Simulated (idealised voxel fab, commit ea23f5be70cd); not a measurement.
You're looking at the process module voxel released beams.
The width of the displayed cross-section, cut, is 220 nm; its cells are square, with a size of 5 nm.
When this document writes out a cross-section, it uses a grid of square cells and lists it as bands, beginning at the top and moving down, with a band standing for one or more rows of cells.
First you get the band's top height and its bottom height, in nm, and then the materials it's made of, left to right, with each width in nm. If you see a single material with "throughout", that one covers the band edge to edge. "empty" is empty space.
Height datum 0, below which the as-received substrate wafer is one material. Lowest band open at the bottom, running downward: "from 0 down".
Read "30 to 40" as a graded width: first number on top, second number at the bottom, same change between each pair of neighbouring rows.
When a step is marked "all unchanged", none of the cells in the cross-section changed during that step.
"Internal closed voids" means: voids of 8 cells or more that are shut off from the top with no open way through. Written width x height at distance, distance from the left edge, in nm.
after a step's settings: what the simulator itself notes on the step
The setting "overlay nm" may be written on the line of a step. When the step uses a mask, the value reports how far to the right of the planned place the mask lay, and a negative value reports that it lay to the left.

## Listed below are the process steps as planned
| 1 | RECEIVE with material Si |
| 2 | CONFORMAL_DEP with material SiN, thk nm 10 |
| 3 | DIRECTIONAL_DEP with material SiO2, thk nm 10 |
| 4 | MASKED_ETCH with tone open, mask id ANCHOR, width nm 35, etch materials SiO2, depth nm 10, overlay nm 0 |
| 5 | CONFORMAL_DEP with material W, thk nm 10 |
| 6 | DIRECTIONAL_DEP with material aC, thk nm 15 |
| 7 | PATTERN with tone cover, mask id BEAM, material resist, width nm 110, thk nm 30, overlay nm 0 |
| 8 | DIRECTIONAL_ETCH with etch materials aC, depth nm 15 |
| 9 | STRIP with etch materials resist |
| 10 | DIRECTIONAL_ETCH with etch materials W, depth nm 10 |
| 11 | STRIP with etch materials aC |
| 12 | STRIP with etch materials SiO2 |

## Received-state cross-section, reflecting completion of step 1
* from 0 down | Si throughout
* Internal closed voids: none

## This is how the wafer looks in cross-section once the module is done, given the starting state and plan above and one mistake in carrying the plan out
* from 30 to 20 | 50 empty, then 15 W, then 20 empty, then 75 W, then 60 empty
* from 20 to 10 | 55 empty, then 40 W, then 125 empty
* from 10 to 0 | SiN throughout
* from 0 down | Si throughout
* Internal closed voids: none
Misprocessing identified: the process deviated at step 4: the operation and settings actually run there were MASKED_ETCH with tone open, mask id ANCHOR, width nm 40, etch materials SiO2, depth nm 10, overlay nm 0
